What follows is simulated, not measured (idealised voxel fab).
process module | voxel ribs on slabs
cross-section cut | 185 nm wide | cells 5 nm
A cross-section is a grid of square cells, given in bands from the top down. A band is one or more rows of cells.
Each band's line starts with the height of the band's top and of its bottom, in nm. Then come its materials from left to right, each with its width in nm. One material with "throughout" fills the band from edge to edge. "air" is empty space.
Height 0 is the level under which the wafer as received is all one material. The lowest band goes on downwards, as in "0 down".
A width such as "30 to 40" changes by the same amount from each row of cells to the next, from the band's top row to its bottom row.
"no change" after a step means that no cell of the cross-section changed.
closed voids: empty space of 8 cells or more with no open way to the top, each as width x height at its distance from the left edge, in nm
after a step's settings: what the simulator itself notes on the step
overlay nm, on a step with a mask: how far to the right of its planned place the mask lay; to the left if negative
plan
1 op RECEIVE | material Si
2 op DIRECTIONAL_DEP | material SiO2 | thk nm 20
3 op DIRECTIONAL_DEP | material polySi | thk nm 25
4 op MASKED_ETCH | tone cover | mask id RIB | width nm 30 | etch materials polySi | depth nm 20 | overlay nm 0
5 op PATTERN | tone cover | mask id SLAB | material resist | width nm 80 | thk nm 20 | overlay nm 0
6 op DIRECTIONAL_ETCH | etch materials polySi | depth nm 5
7 op STRIP | etch materials resist
8 op FILL_DEP | material SiO2 | thk nm 20
9 op CMP | height nm 60
10 op DIRECTIONAL_DEP | material TiN | thk nm 5
11 op MASKED_ETCH | tone cover | mask id HEATER | width nm 40 | etch materials TiN | depth nm 5 | overlay nm 0
12 op CONFORMAL_DEP | material SiN | thk nm 5
as received, after step 1
  0 down: Si throughout
  closed voids: none
a wafer at the end: this start, this plan, one mistake
  70 to 65: air 65 | SiN 50 | air 70
  65 to 60: SiN 70 | TiN 40 | SiN 75
  60 to 45: SiO2 throughout
  45 to 25: SiO2 80 | polySi 20 | SiO2 85
  25 to 20: SiO2 50 | polySi 80 | SiO2 55
  20 to 0: SiO2 throughout
  0 down: Si throughout
  closed voids: none
what went wrong: step 4 ran as: op MASKED_ETCH | tone cover | mask id RIB | width nm 20 | etch materials polySi | depth nm 20 | overlay nm 0
